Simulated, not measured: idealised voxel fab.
Herein follows the process module entitled voxel double patterning.
Shown is cross-section cut, with a width of 205 nm and square cells of size 5 nm.
Notation: cross-section as square-cell grid; stated in bands, top first, going down; one or more cell rows per band.
Top, bottom (nm), then materials left to right with widths (nm); lone material tagged "throughout" fills the whole band edge to edge; "empty" = empty space.
Below 0: as-received wafer, all one material; heights counted from there. Lowest band: no bottom, goes on down, written "from 0 down".
Per-row width for "30 to 40": begins at first number (top row of band), ends at second number (bottom row), increment between rows held constant.
For the purposes of this document, the phrase "nothing altered" attached to a step denotes that no cell within the cross-section was modified by that step.
Entry "Trapped void list" = empty spaces >= 8 cells with no open way to the top; each as width x height at distance, distance from left edge, all nm.
Read whatever lies past the settings on a step's line as the simulator's own remark about the step.
The "overlay nm" setting may appear on a step's line; for a step that uses a mask, it gives how far to the right of its planned position the mask lay, and a negative value indicates the left.

[Intended process steps]
1) RECEIVE: material Si
2) CONFORMAL_DEP: material SiO2, thk nm 10
3) DIRECTIONAL_DEP: material TiN, thk nm 10
4) DIRECTIONAL_DEP: material SiN, thk nm 5
5) MASKED_ETCH: tone open, mask id FIRST, width nm 15, pitch nm 50, etch materials SiN, depth nm 5, overlay nm 0
6) DIRECTIONAL_DEP: material aC, thk nm 15
7) PATTERN: tone open, mask id SECOND, material resist, width nm 15, pitch nm 50, thk nm 30, overlay nm 0
8) DIRECTIONAL_ETCH: etch materials aC, depth nm 15
9) STRIP: etch materials resist
10) DIRECTIONAL_ETCH: etch materials SiN, depth nm 5
11) STRIP: etch materials aC
12) DIRECTIONAL_ETCH: etch materials TiN, depth nm 10
13) STRIP: etch materials SiN

[Concerning the first of two wafers, which was run in accordance with the plan]

[Step 1 complete: cross-section of the wafer as received]
    from 0 down | Si throughout
    Trapped void list: none

[Step 2 done - wafer cross-section]
    from 10 to 0 | SiO2 throughout
    Whatever lies below 0 is exactly as it was before.

[Step 3 done - wafer cross-section]
    from 20 to 10 | TiN throughout
    Whatever lies below 10 is exactly as it was before.

[Step 4 done - wafer cross-section]
    from 25 to 20 | SiN throughout
    Whatever lies below 20 is exactly as it was before.

[Step 5 done - wafer cross-section]
    from 25 to 20 | 45 of SiN | 15 of empty | 35 of SiN | 15 of empty | 35 of SiN | 15 of empty | 45 of SiN
    Whatever lies below 20 is exactly as it was before.

[Step 6 done - wafer cross-section]
    from 40 to 35 | 45 of aC | 15 of empty | 35 of aC | 15 of empty | 35 of aC | 15 of empty | 45 of aC
    from 35 to 25 | aC throughout
    from 25 to 20 | 45 of SiN | 15 of aC | 35 of SiN | 15 of aC | 35 of SiN | 15 of aC | 45 of SiN
    Whatever lies below 20 is exactly as it was before.

[Step 7 done - wafer cross-section]
    from 70 to 40 | 70 of resist | 15 of empty | 35 of resist | 15 of empty | 70 of resist
    from 40 to 35 | 45 of aC | 15 of resist | 35 of aC | 15 of resist | 35 of aC | 15 of resist | 45 of aC
    Whatever lies below 35 is exactly as it was before.

[Step 8 done - wafer cross-section]
    from 55 to 40 | 70 of resist | 15 of empty | 35 of resist | 15 of empty | 70 of resist
    from 40 to 35 | 45 of aC | 15 of resist | 10 of aC | 15 of empty | 10 of aC | 15 of resist | 10 of aC | 15 of empty | 10 of aC | 15 of resist | 45 of aC
    from 35 to 25 | 70 of aC | 15 of empty | 35 of aC | 15 of empty | 70 of aC
    Whatever lies below 25 is exactly as it was before.

[Step 9 done - wafer cross-section]
    from 40 to 35 | 45 of aC | 15 of empty | 10 of aC | 15 of empty | 10 of aC | 15 of empty | 10 of aC | 15 of empty | 10 of aC | 15 of empty | 45 of aC
    Whatever lies below 35 is exactly as it was before.

[Step 10 done - wafer cross-section]
    from 40 to 35 | 45 of aC | 15 of empty | 10 of aC | 15 of empty | 10 of aC | 15 of empty | 10 of aC | 15 of empty | 10 of aC | 15 of empty | 45 of aC
    from 35 to 25 | 70 of aC | 15 of empty | 35 of aC | 15 of empty | 70 of aC
    from 25 to 20 | 45 of SiN | 15 of aC | 10 of SiN | 15 of empty | 10 of SiN | 15 of aC | 10 of SiN | 15 of empty | 10 of SiN | 15 of aC | 45 of SiN
    Whatever lies below 20 is exactly as it was before.

[Step 11 done - wafer cross-section]
    from 25 to 20 | 45 of SiN | 15 of empty | 10 of SiN | 15 of empty | 10 of SiN | 15 of empty | 10 of SiN | 15 of empty | 10 of SiN | 15 of empty | 45 of SiN
    Whatever lies below 20 is exactly as it was before.

[Step 12 done - wafer cross-section]
    from 25 to 20 | 45 of SiN | 15 of empty | 10 of SiN | 15 of empty | 10 of SiN | 15 of empty | 10 of SiN | 15 of empty | 10 of SiN | 15 of empty | 45 of SiN
    from 20 to 10 | 45 of TiN | 15 of empty | 10 of TiN | 15 of empty | 10 of TiN | 15 of empty | 10 of TiN | 15 of empty | 10 of TiN | 15 of empty | 45 of TiN
    Whatever lies below 10 is exactly as it was before.

[Step 13 done - wafer cross-section]
    from 20 to 10 | 45 of TiN | 15 of empty | 10 of TiN | 15 of empty | 10 of TiN | 15 of empty | 10 of TiN | 15 of empty | 10 of TiN | 15 of empty | 45 of TiN
    Whatever lies below 10 is exactly as it was before.

[The second wafer was prepared from the same starting point and under the same plan as the first; its processing contained one mistake, and it remains indistinguishable from the first wafer up to and including step 6]

[Second wafer at the planned finish of step 7, seen in cross-section]
    from 70 to 40 | 70 of resist | 20 of empty | 30 of resist | 20 of empty | 65 of resist
    from 40 to 35 | 45 of aC | 15 of resist | 35 of aC | 15 of resist | 35 of aC | 15 of resist | 45 of aC
    Whatever lies below 35 is exactly as it was before.

[Second wafer at the planned finish of step 8, seen in cross-section]
    from 55 to 40 | 70 of resist | 20 of empty | 30 of resist | 20 of empty | 65 of resist
    from 40 to 35 | 45 of aC | 15 of resist | 10 of aC | 20 of empty | 5 of aC | 15 of resist | 10 of aC | 20 of empty | 5 of aC | 15 of resist | 45 of aC
    from 35 to 25 | 70 of aC | 20 of empty | 30 of aC | 20 of empty | 65 of aC
    Whatever lies below 25 is exactly as it was before.

[Second wafer at the planned finish of step 9, seen in cross-section]
    from 40 to 35 | 45 of aC | 15 of empty | 10 of aC | 20 of empty | 5 of aC | 15 of empty | 10 of aC | 20 of empty | 5 of aC | 15 of empty | 45 of aC
    Whatever lies below 35 is exactly as it was before.

[Second wafer at the planned finish of step 10, seen in cross-section]
    from 40 to 35 | 45 of aC | 15 of empty | 10 of aC | 20 of empty | 5 of aC | 15 of empty | 10 of aC | 20 of empty | 5 of aC | 15 of empty | 45 of aC
    from 35 to 25 | 70 of aC | 20 of empty | 30 of aC | 20 of empty | 65 of aC
    from 25 to 20 | 45 of SiN | 15 of aC | 10 of SiN | 20 of empty | 5 of SiN | 15 of aC | 10 of SiN | 20 of empty | 5 of SiN | 15 of aC | 45 of SiN
    Whatever lies below 20 is exactly as it was before.

[Second wafer at the planned finish of step 11, seen in cross-section]
    from 25 to 20 | 45 of SiN | 15 of empty | 10 of SiN | 20 of empty | 5 of SiN | 15 of empty | 10 of SiN | 20 of empty | 5 of SiN | 15 of empty | 45 of SiN
    Whatever lies below 20 is exactly as it was before.

[Second wafer at the planned finish of step 12, seen in cross-section]
    from 25 to 20 | 45 of SiN | 15 of empty | 10 of SiN | 20 of empty | 5 of SiN | 15 of empty | 10 of SiN | 20 of empty | 5 of SiN | 15 of empty | 45 of SiN
    from 20 to 10 | 45 of TiN | 15 of empty | 10 of TiN | 20 of empty | 5 of TiN | 15 of empty | 10 of TiN | 20 of empty | 5 of TiN | 15 of empty | 45 of TiN
    Whatever lies below 10 is exactly as it was before.

[Second wafer at the planned finish of step 13, seen in cross-section]
    from 20 to 10 | 45 of TiN | 15 of empty | 10 of TiN | 20 of empty | 5 of TiN | 15 of empty | 10 of TiN | 20 of empty | 5 of TiN | 15 of empty | 45 of TiN
    Whatever lies below 10 is exactly as it was before.
What went wrong in running the wafer? the process deviated at step 7: the operation and settings actually run there were PATTERN: tone open, mask id SECOND, material resist, width nm 20, pitch nm 50, thk nm 30, overlay nm 0
Upon completion, the second wafer contains, in terms of cells, a greater or smaller amount of certain materials than the first wafer: TiN: 4 fewer
